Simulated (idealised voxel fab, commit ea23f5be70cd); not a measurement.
Name of the process module below: voxel transistor to metal
190 nm wide, 5 nm square cells: that's cross-section cut.
Each cross-section below is a grid of square cells, stated as bands in top-down order, with one or more rows of cells making up each band. Within each band entry, the heights of the top and of the bottom of the band appear first, in that order and in nm; the materials of the band then follow from left to right, each with its corresponding width in nm. The designation "edge to edge" on a single material indicates that it fills the band from edge to edge; the designation "empty" indicates empty space. Heights from 0 (as-received wafer is one material below). Bottom band endless downward, as "0 -> down". Quick explanation for "30 to 40": the width changes in equal steps down the rows of cells, from the first number in the band's top row to the second number in its bottom row. What does "left unchanged" mean for a step? It means no cell of the cross-section changed in that step. The entry titled "Unvented cavities" provides the empty spaces that have no open way to the top, restricted to those of 8 cells or more. Each is presented as width x height at distance, the distance being measured from the left edge, with all three in nm. Where a step's line continues beyond its settings, the continuation is a remark by the simulator itself on that step. The setting "overlay nm" may be written on the line of a step. When the step uses a mask, the value reports how far to the right of the planned place the mask lay, and a negative value reports that it lay to the left.

-- These are the steps we planned for the process
1. RECEIVE | material Si
2. OXIDIZE | depth nm 5
3. CONFORMAL_DEP | material SiN | thk nm 15
4. DIRECTIONAL_DEP | material aC | thk nm 10
5. PATTERN | tone cover | mask id ACTIVE | material resist | width nm 110 | thk nm 30 | overlay nm 0
6. DIRECTIONAL_ETCH | etch materials aC | depth nm 10
7. STRIP | etch materials resist
8. DIRECTIONAL_ETCH | etch materials SiN | depth nm 15
9. DIRECTIONAL_ETCH | etch materials SiO2 | depth nm 5
10. DIRECTIONAL_ETCH | etch materials Si | depth nm 25
11. STRIP | etch materials aC
12. OXIDIZE | depth nm 5
13. FILL_DEP | material SiO2 | thk nm 10
14. CMP | height nm 15
15. SELECTIVE_ETCH | etch materials SiO2 | depth nm 10
16. STRIP | etch materials SiN
17. SELECTIVE_ETCH | etch materials SiO2 | depth nm 5
18. OXIDIZE | depth nm 5
19. DIRECTIONAL_DEP | material polySi | thk nm 20
20. DIRECTIONAL_DEP | material SiCN | thk nm 15
21. PATTERN | tone cover | mask id GATE | material resist | width nm 20 | thk nm 15 | overlay nm 0
22. DIRECTIONAL_ETCH | etch materials SiCN | depth nm 25
23. DIRECTIONAL_ETCH | etch materials polySi | depth nm 30
24. STRIP | etch materials resist
25. CONFORMAL_DEP | material SiN | thk nm 5
26. DIRECTIONAL_ETCH | etch materials SiN | depth nm 5
27. DIRECTIONAL_ETCH | etch materials SiO2 | depth nm 5
28. EPI | material pSi | thk nm 5
29. FILL_DEP | material SiO2 | thk nm 10
30. CMP | height nm 30
31. DIRECTIONAL_DEP | material SiO2 | thk nm 15
32. DIRECTIONAL_DEP | material aC | thk nm 15
33. PATTERN | tone open | mask id CONTACT | material resist | width nm 35 | pitch nm 65 | thk nm 35 | overlay nm 0
34. DIRECTIONAL_ETCH | etch materials aC | depth nm 15
35. STRIP | etch materials resist
36. DIRECTIONAL_ETCH | etch materials SiO2 | depth nm 50
37. STRIP | etch materials aC
38. CONFORMAL_DEP | material TiN | thk nm 5
39. FILL_DEP | material Ru | thk nm 10
40. CMP | height nm 45
41. CONFORMAL_DEP | material SiCN | thk nm 5
42. DIRECTIONAL_DEP | material lowk | thk nm 25
43. DIRECTIONAL_DEP | material aC | thk nm 10
44. PATTERN | tone open | mask id METAL_1 | material resist | width nm 20 | pitch nm 80 | thk nm 25 | overlay nm 0
45. DIRECTIONAL_ETCH | etch materials aC | depth nm 10
46. STRIP | etch materials resist
47. DIRECTIONAL_ETCH | etch materials lowk | depth nm 25
48. DIRECTIONAL_ETCH | etch materials SiCN | depth nm 5
49. STRIP | etch materials aC
50. CONFORMAL_DEP | material TiN | thk nm 5
51. FILL_DEP | material Cu | thk nm 5
52. CMP | height nm 75
53. CONFORMAL_DEP | material SiCN | thk nm 5

-- first wafer, as planned

-- Cross-section, incoming material, after step 1
0 -> down = Si edge to edge
Unvented cavities: none

-- Cross-section of the wafer subsequent to step 2
0 -> -5 = SiO2 edge to edge
Beneath the level -5, the cross-section is identical to its previous state.

-- Cross-section of the wafer subsequent to step 3
15 -> 0 = SiN edge to edge
Beneath the level 0, the cross-section is identical to its previous state.

-- Cross-section of the wafer subsequent to step 4
25 -> 15 = aC edge to edge
Beneath the level 15, the cross-section is identical to its previous state.

-- Cross-section of the wafer subsequent to step 5
55 -> 25 = empty 40 nm, resist 110 nm, empty 40 nm
Beneath the level 25, the cross-section is identical to its previous state.

-- Cross-section of the wafer subsequent to step 6
45 -> 25 = empty 40 nm, resist 110 nm, empty 40 nm
25 -> 15 = empty 40 nm, aC 110 nm, empty 40 nm
Beneath the level 15, the cross-section is identical to its previous state.

-- Cross-section of the wafer subsequent to step 7
25 -> 15 = empty 40 nm, aC 110 nm, empty 40 nm
Beneath the level 15, the cross-section is identical to its previous state.

-- Cross-section of the wafer subsequent to step 8
25 -> 15 = empty 40 nm, aC 110 nm, empty 40 nm
15 -> 0 = empty 40 nm, SiN 110 nm, empty 40 nm
Beneath the level 0, the cross-section is identical to its previous state.

-- Cross-section of the wafer subsequent to step 9
25 -> 15 = empty 40 nm, aC 110 nm, empty 40 nm
15 -> 0 = empty 40 nm, SiN 110 nm, empty 40 nm
0 -> -5 = empty 40 nm, SiO2 110 nm, empty 40 nm
Beneath the level -5, the cross-section is identical to its previous state.

-- Cross-section of the wafer subsequent to step 10
25 -> 15 = empty 40 nm, aC 110 nm, empty 40 nm
15 -> 0 = empty 40 nm, SiN 110 nm, empty 40 nm
0 -> -5 = empty 40 nm, SiO2 110 nm, empty 40 nm
-5 -> -30 = empty 40 nm, Si 110 nm, empty 40 nm
Beneath the level -30, the cross-section is identical to its previous state.

-- Cross-section of the wafer subsequent to step 11
15 -> 0 = empty 40 nm, SiN 110 nm, empty 40 nm
Beneath the level 0, the cross-section is identical to its previous state.

-- Cross-section of the wafer subsequent to step 12
15 -> 0 = empty 40 nm, SiN 110 nm, empty 40 nm
0 -> -5 = empty 40 nm, SiO2 110 nm, empty 40 nm
-5 -> -30 = empty 40 nm, SiO2 5 nm, Si 100 nm, SiO2 5 nm, empty 40 nm
-30 -> -35 = SiO2 45 nm, Si 100 nm, SiO2 45 nm
Beneath the level -35, the cross-section is identical to its previous state.

-- Cross-section of the wafer subsequent to step 13
25 -> 15 = SiO2 edge to edge
15 -> 0 = SiO2 40 nm, SiN 110 nm, SiO2 40 nm
0 -> -5 = SiO2 edge to edge
-5 -> -35 = SiO2 45 nm, Si 100 nm, SiO2 45 nm
Beneath the level -35, the cross-section is identical to its previous state.

-- Cross-section of the wafer subsequent to step 14
15 -> 0 = SiO2 40 nm, SiN 110 nm, SiO2 40 nm
Beneath the level 0, the cross-section is identical to its previous state.

-- Cross-section of the wafer subsequent to step 15
15 -> 5 = empty 40 nm, SiN 110 nm, empty 40 nm
Beneath the level 5, the cross-section is identical to its previous state.

-- Cross-section of the wafer subsequent to step 16
5 -> 0 = SiO2 40 nm, empty 110 nm, SiO2 40 nm
Beneath the level 0, the cross-section is identical to its previous state.

-- Cross-section of the wafer subsequent to step 17
0 -> -5 = SiO2 35 nm, empty 120 nm, SiO2 35 nm
Beneath the level -5, the cross-section is identical to its previous state.

-- Cross-section of the wafer subsequent to step 18
0 -> -5 = SiO2 35 nm, empty 120 nm, SiO2 35 nm
-5 -> -10 = SiO2 edge to edge
Beneath the level -10, the cross-section is identical to its previous state.

-- Cross-section of the wafer subsequent to step 19
20 -> 15 = polySi 35 nm, empty 120 nm, polySi 35 nm
15 -> 0 = polySi edge to edge
0 -> -5 = SiO2 35 nm, polySi 120 nm, SiO2 35 nm
Beneath the level -5, the cross-section is identical to its previous state.

-- Cross-section of the wafer subsequent to step 20
35 -> 30 = SiCN 35 nm, empty 120 nm, SiCN 35 nm
30 -> 20 = SiCN edge to edge
20 -> 15 = polySi 35 nm, SiCN 120 nm, polySi 35 nm
Beneath the level 15, the cross-section is identical to its previous state.

-- Cross-section of the wafer subsequent to step 21
50 -> 35 = empty 85 nm, resist 20 nm, empty 85 nm
35 -> 30 = SiCN 35 nm, empty 50 nm, resist 20 nm, empty 50 nm, SiCN 35 nm
Beneath the level 30, the cross-section is identical to its previous state.

-- Cross-section of the wafer subsequent to step 22
50 -> 30 = empty 85 nm, resist 20 nm, empty 85 nm
30 -> 20 = empty 85 nm, SiCN 20 nm, empty 85 nm
20 -> 15 = polySi 35 nm, empty 50 nm, SiCN 20 nm, empty 50 nm, polySi 35 nm
Beneath the level 15, the cross-section is identical to its previous state.

-- Cross-section of the wafer subsequent to step 23
50 -> 30 = empty 85 nm, resist 20 nm, empty 85 nm
30 -> 15 = empty 85 nm, SiCN 20 nm, empty 85 nm
15 -> 0 = empty 85 nm, polySi 20 nm, empty 85 nm
0 -> -5 = SiO2 35 nm, empty 50 nm, polySi 20 nm, empty 50 nm, SiO2 35 nm
Beneath the level -5, the cross-section is identical to its previous state.

-- Cross-section of the wafer subsequent to step 24
30 -> 15 = empty 85 nm, SiCN 20 nm, empty 85 nm
Beneath the level 15, the cross-section is identical to its previous state.

-- Cross-section of the wafer subsequent to step 25
35 -> 30 = empty 80 nm, SiN 30 nm, empty 80 nm
30 -> 15 = empty 80 nm, SiN 5 nm, SiCN 20 nm, SiN 5 nm, empty 80 nm
15 -> 5 = empty 80 nm, SiN 5 nm, polySi 20 nm, SiN 5 nm, empty 80 nm
5 -> 0 = SiN 40 nm, empty 40 nm, SiN 5 nm, polySi 20 nm, SiN 5 nm, empty 40 nm, SiN 40 nm
0 -> -5 = SiO2 35 nm, SiN 50 nm, polySi 20 nm, SiN 50 nm, SiO2 35 nm
Beneath the level -5, the cross-section is identical to its previous state.

-- Cross-section of the wafer subsequent to step 26
30 -> 15 = empty 80 nm, SiN 5 nm, SiCN 20 nm, SiN 5 nm, empty 80 nm
15 -> 0 = empty 80 nm, SiN 5 nm, polySi 20 nm, SiN 5 nm, empty 80 nm
0 -> -5 = SiO2 35 nm, SiN 5 nm, empty 40 nm, SiN 5 nm, polySi 20 nm, SiN 5 nm, empty 40 nm, SiN 5 nm, SiO2 35 nm
Beneath the level -5, the cross-section is identical to its previous state.

-- Cross-section of the wafer subsequent to step 27
30 -> 15 = empty 80 nm, SiN 5 nm, SiCN 20 nm, SiN 5 nm, empty 80 nm
15 -> 0 = empty 80 nm, SiN 5 nm, polySi 20 nm, SiN 5 nm, empty 80 nm
0 -> -5 = empty 35 nm, SiN 5 nm, empty 40 nm, SiN 5 nm, polySi 20 nm, SiN 5 nm, empty 40 nm, SiN 5 nm, empty 35 nm
-5 -> -10 = SiO2 40 nm, empty 40 nm, SiO2 30 nm, empty 40 nm, SiO2 40 nm
Beneath the level -10, the cross-section is identical to its previous state.

-- Cross-section of the wafer subsequent to step 28
30 -> 15 = empty 80 nm, SiN 5 nm, SiCN 20 nm, SiN 5 nm, empty 80 nm
15 -> 0 = empty 80 nm, SiN 5 nm, polySi 20 nm, SiN 5 nm, empty 80 nm
0 -> -5 = empty 35 nm, SiN 5 nm, empty 40 nm, SiN 5 nm, polySi 20 nm, SiN 5 nm, empty 40 nm, SiN 5 nm, empty 35 nm
-5 -> -10 = SiO2 40 nm, pSi 40 nm, SiO2 30 nm, pSi 40 nm, SiO2 40 nm
Beneath the level -10, the cross-section is identical to its previous state.

-- Cross-section of the wafer subsequent to step 29
40 -> 30 = SiO2 edge to edge
30 -> 15 = SiO2 80 nm, SiN 5 nm, SiCN 20 nm, SiN 5 nm, SiO2 80 nm
15 -> 0 = SiO2 80 nm, SiN 5 nm, polySi 20 nm, SiN 5 nm, SiO2 80 nm
0 -> -5 = SiO2 35 nm, SiN 5 nm, SiO2 40 nm, SiN 5 nm, polySi 20 nm, SiN 5 nm, SiO2 40 nm, SiN 5 nm, SiO2 35 nm
Beneath the level -5, the cross-section is identical to its previous state.

-- Cross-section of the wafer subsequent to step 30
30 -> 15 = SiO2 80 nm, SiN 5 nm, SiCN 20 nm, SiN 5 nm, SiO2 80 nm
Beneath the level 15, the cross-section is identical to its previous state.

-- Cross-section of the wafer subsequent to step 31
45 -> 30 = SiO2 edge to edge
Beneath the level 30, the cross-section is identical to its previous state.

-- Cross-section of the wafer subsequent to step 32
60 -> 45 = aC edge to edge
Beneath the level 45, the cross-section is identical to its previous state.

-- Cross-section of the wafer subsequent to step 33
95 -> 60 = resist 45 nm, empty 35 nm, resist 30 nm, empty 35 nm, resist 45 nm
Beneath the level 60, the cross-section is identical to its previous state.

-- Cross-section of the wafer subsequent to step 34
80 -> 60 = resist 45 nm, empty 35 nm, resist 30 nm, empty 35 nm, resist 45 nm
60 -> 45 = aC 45 nm, empty 35 nm, aC 30 nm, empty 35 nm, aC 45 nm
Beneath the level 45, the cross-section is identical to its previous state.

-- Cross-section of the wafer subsequent to step 35
60 -> 45 = aC 45 nm, empty 35 nm, aC 30 nm, empty 35 nm, aC 45 nm
Beneath the level 45, the cross-section is identical to its previous state.

-- Cross-section of the wafer subsequent to step 36
60 -> 45 = aC 45 nm, empty 35 nm, aC 30 nm, empty 35 nm, aC 45 nm
45 -> 30 = SiO2 45 nm, empty 35 nm, SiO2 30 nm, empty 35 nm, SiO2 45 nm
30 -> 15 = SiO2 45 nm, empty 35 nm, SiN 5 nm, SiCN 20 nm, SiN 5 nm, empty 35 nm, SiO2 45 nm
15 -> 0 = SiO2 45 nm, empty 35 nm, SiN 5 nm, polySi 20 nm, SiN 5 nm, empty 35 nm, SiO2 45 nm
0 -> -5 = SiO2 35 nm, SiN 5 nm, SiO2 5 nm, empty 35 nm, SiN 5 nm, polySi 20 nm, SiN 5 nm, empty 35 nm, SiO2 5 nm, SiN 5 nm, SiO2 35 nm
Beneath the level -5, the cross-section is identical to its previous state.

-- Cross-section of the wafer subsequent to step 37
45 -> 30 = SiO2 45 nm, empty 35 nm, SiO2 30 nm, empty 35 nm, SiO2 45 nm
Beneath the level 30, the cross-section is identical to its previous state.

-- Cross-section of the wafer subsequent to step 38
50 -> 45 = TiN 50 nm, empty 25 nm, TiN 40 nm, empty 25 nm, TiN 50 nm
45 -> 30 = SiO2 45 nm, TiN 5 nm, empty 25 nm, TiN 5 nm, SiO2 30 nm, TiN 5 nm, empty 25 nm, TiN 5 nm, SiO2 45 nm
30 -> 15 = SiO2 45 nm, TiN 5 nm, empty 25 nm, TiN 5 nm, SiN 5 nm, SiCN 20 nm, SiN 5 nm, TiN 5 nm, empty 25 nm, TiN 5 nm, SiO2 45 nm
15 -> 0 = SiO2 45 nm, TiN 5 nm, empty 25 nm, TiN 5 nm, SiN 5 nm, polySi 20 nm, SiN 5 nm, TiN 5 nm, empty 25 nm, TiN 5 nm, SiO2 45 nm
0 -> -5 = SiO2 35 nm, SiN 5 nm, SiO2 5 nm, TiN 35 nm, SiN 5 nm, polySi 20 nm, SiN 5 nm, TiN 35 nm, SiO2 5 nm, SiN 5 nm, SiO2 35 nm
Beneath the level -5, the cross-section is identical to its previous state.

-- Cross-section of the wafer subsequent to step 39
60 -> 50 = Ru edge to edge
50 -> 45 = TiN 50 nm, Ru 25 nm, TiN 40 nm, Ru 25 nm, TiN 50 nm
45 -> 30 = SiO2 45 nm, TiN 5 nm, Ru 25 nm, TiN 5 nm, SiO2 30 nm, TiN 5 nm, Ru 25 nm, TiN 5 nm, SiO2 45 nm
30 -> 15 = SiO2 45 nm, TiN 5 nm, Ru 25 nm, TiN 5 nm, SiN 5 nm, SiCN 20 nm, SiN 5 nm, TiN 5 nm, Ru 25 nm, TiN 5 nm, SiO2 45 nm
15 -> 0 = SiO2 45 nm, TiN 5 nm, Ru 25 nm, TiN 5 nm, SiN 5 nm, polySi 20 nm, SiN 5 nm, TiN 5 nm, Ru 25 nm, TiN 5 nm, SiO2 45 nm
Beneath the level 0, the cross-section is identical to its previous state.

-- Cross-section of the wafer subsequent to step 40
45 -> 30 = SiO2 45 nm, TiN 5 nm, Ru 25 nm, TiN 5 nm, SiO2 30 nm, TiN 5 nm, Ru 25 nm, TiN 5 nm, SiO2 45 nm
Beneath the level 30, the cross-section is identical to its previous state.

-- Cross-section of the wafer subsequent to step 41
50 -> 45 = SiCN edge to edge
Beneath the level 45, the cross-section is identical to its previous state.

-- Cross-section of the wafer subsequent to step 42
75 -> 50 = lowk edge to edge
Beneath the level 50, the cross-section is identical to its previous state.

-- Cross-section of the wafer subsequent to step 43
85 -> 75 = aC edge to edge
Beneath the level 75, the cross-section is identical to its previous state.

-- Cross-section of the wafer subsequent to step 44
110 -> 85 = resist 45 nm, empty 20 nm, resist 60 nm, empty 20 nm, resist 45 nm
Beneath the level 85, the cross-section is identical to its previous state.

-- Cross-section of the wafer subsequent to step 45
100 -> 85 = resist 45 nm, empty 20 nm, resist 60 nm, empty 20 nm, resist 45 nm
85 -> 75 = aC 45 nm, empty 20 nm, aC 60 nm, empty 20 nm, aC 45 nm
Beneath the level 75, the cross-section is identical to its previous state.

-- Cross-section of the wafer subsequent to step 46
85 -> 75 = aC 45 nm, empty 20 nm, aC 60 nm, empty 20 nm, aC 45 nm
Beneath the level 75, the cross-section is identical to its previous state.

-- Cross-section of the wafer subsequent to step 47
85 -> 75 = aC 45 nm, empty 20 nm, aC 60 nm, empty 20 nm, aC 45 nm
75 -> 50 = lowk 45 nm, empty 20 nm, lowk 60 nm, empty 20 nm, lowk 45 nm
Beneath the level 50, the cross-section is identical to its previous state.

-- Cross-section of the wafer subsequent to step 48
85 -> 75 = aC 45 nm, empty 20 nm, aC 60 nm, empty 20 nm, aC 45 nm
75 -> 50 = lowk 45 nm, empty 20 nm, lowk 60 nm, empty 20 nm, lowk 45 nm
50 -> 45 = SiCN 45 nm, empty 20 nm, SiCN 60 nm, empty 20 nm, SiCN 45 nm
Beneath the level 45, the cross-section is identical to its previous state.

-- Cross-section of the wafer subsequent to step 49
75 -> 50 = lowk 45 nm, empty 20 nm, lowk 60 nm, empty 20 nm, lowk 45 nm
Beneath the level 50, the cross-section is identical to its previous state.

-- Cross-section of the wafer subsequent to step 50
80 -> 75 = TiN 50 nm, empty 10 nm, TiN 70 nm, empty 10 nm, TiN 50 nm
75 -> 50 = lowk 45 nm, TiN 5 nm, empty 10 nm, TiN 5 nm, lowk 60 nm, TiN 5 nm, empty 10 nm, TiN 5 nm, lowk 45 nm
50 -> 45 = SiCN 45 nm, TiN 20 nm, SiCN 60 nm, TiN 20 nm, SiCN 45 nm
Beneath the level 45, the cross-section is identical to its previous state.

-- Cross-section of the wafer subsequent to step 51
85 -> 80 = Cu edge to edge
80 -> 75 = TiN 50 nm, Cu 10 nm, TiN 70 nm, Cu 10 nm, TiN 50 nm
75 -> 50 = lowk 45 nm, TiN 5 nm, Cu 10 nm, TiN 5 nm, lowk 60 nm, TiN 5 nm, Cu 10 nm, TiN 5 nm, lowk 45 nm
Beneath the level 50, the cross-section is identical to its previous state.

-- Cross-section of the wafer subsequent to step 52
75 -> 50 = lowk 45 nm, TiN 5 nm, Cu 10 nm, TiN 5 nm, lowk 60 nm, TiN 5 nm, Cu 10 nm, TiN 5 nm, lowk 45 nm
Beneath the level 50, the cross-section is identical to its previous state.

-- Cross-section of the wafer subsequent to step 53
80 -> 75 = SiCN edge to edge
Beneath the level 75, the cross-section is identical to its previous state.

-- Second wafer, same starting conditions and recipe as the first, one mistake in executing it, nothing differs from the first up to and including step 39

Cross-section, second wafer, at the end time the plan gives for step 40: left unchanged

-- Cross-section, second wafer, at the end time the plan gives for step 41
65 -> 60 = SiCN edge to edge
Beneath the level 60, the cross-section is identical to its previous state.

-- Cross-section, second wafer, at the end time the plan gives for step 42
90 -> 65 = lowk edge to edge
Beneath the level 65, the cross-section is identical to its previous state.

-- Cross-section, second wafer, at the end time the plan gives for step 43
100 -> 90 = aC edge to edge
Beneath the level 90, the cross-section is identical to its previous state.

-- Cross-section, second wafer, at the end time the plan gives for step 44
125 -> 100 = resist 45 nm, empty 20 nm, resist 60 nm, empty 20 nm, resist 45 nm
Beneath the level 100, the cross-section is identical to its previous state.

-- Cross-section, second wafer, at the end time the plan gives for step 45
115 -> 100 = resist 45 nm, empty 20 nm, resist 60 nm, empty 20 nm, resist 45 nm
100 -> 90 = aC 45 nm, empty 20 nm, aC 60 nm, empty 20 nm, aC 45 nm
Beneath the level 90, the cross-section is identical to its previous state.

-- Cross-section, second wafer, at the end time the plan gives for step 46
100 -> 90 = aC 45 nm, empty 20 nm, aC 60 nm, empty 20 nm, aC 45 nm
Beneath the level 90, the cross-section is identical to its previous state.

-- Cross-section, second wafer, at the end time the plan gives for step 47
100 -> 90 = aC 45 nm, empty 20 nm, aC 60 nm, empty 20 nm, aC 45 nm
90 -> 65 = lowk 45 nm, empty 20 nm, lowk 60 nm, empty 20 nm, lowk 45 nm
Beneath the level 65, the cross-section is identical to its previous state.

-- Cross-section, second wafer, at the end time the plan gives for step 48
100 -> 90 = aC 45 nm, empty 20 nm, aC 60 nm, empty 20 nm, aC 45 nm
90 -> 65 = lowk 45 nm, empty 20 nm, lowk 60 nm, empty 20 nm, lowk 45 nm
65 -> 60 = SiCN 45 nm, empty 20 nm, SiCN 60 nm, empty 20 nm, SiCN 45 nm
Beneath the level 60, the cross-section is identical to its previous state.

-- Cross-section, second wafer, at the end time the plan gives for step 49
90 -> 65 = lowk 45 nm, empty 20 nm, lowk 60 nm, empty 20 nm, lowk 45 nm
Beneath the level 65, the cross-section is identical to its previous state.

-- Cross-section, second wafer, at the end time the plan gives for step 50
95 -> 90 = TiN 50 nm, empty 10 nm, TiN 70 nm, empty 10 nm, TiN 50 nm
90 -> 65 = lowk 45 nm, TiN 5 nm, empty 10 nm, TiN 5 nm, lowk 60 nm, TiN 5 nm, empty 10 nm, TiN 5 nm, lowk 45 nm
65 -> 60 = SiCN 45 nm, TiN 20 nm, SiCN 60 nm, TiN 20 nm, SiCN 45 nm
Beneath the level 60, the cross-section is identical to its previous state.

-- Cross-section, second wafer, at the end time the plan gives for step 51
100 -> 95 = Cu edge to edge
95 -> 90 = TiN 50 nm, Cu 10 nm, TiN 70 nm, Cu 10 nm, TiN 50 nm
90 -> 65 = lowk 45 nm, TiN 5 nm, Cu 10 nm, TiN 5 nm, lowk 60 nm, TiN 5 nm, Cu 10 nm, TiN 5 nm, lowk 45 nm
Beneath the level 65, the cross-section is identical to its previous state.

-- Cross-section, second wafer, at the end time the plan gives for step 52
75 -> 65 = lowk 45 nm, TiN 5 nm, Cu 10 nm, TiN 5 nm, lowk 60 nm, TiN 5 nm, Cu 10 nm, TiN 5 nm, lowk 45 nm
Beneath the level 65, the cross-section is identical to its previous state.

-- Cross-section, second wafer, at the end time the plan gives for step 53
80 -> 75 = SiCN edge to edge
Beneath the level 75, the cross-section is identical to its previous state.
Deviation noted in wafer processing: step 40 was left out
Per the end-of-run cell counts, the second wafer holds more or fewer of some materials than the first: 12 fewer of Cu, 86 more of Ru, 16 more of TiN, 90 fewer of lowk
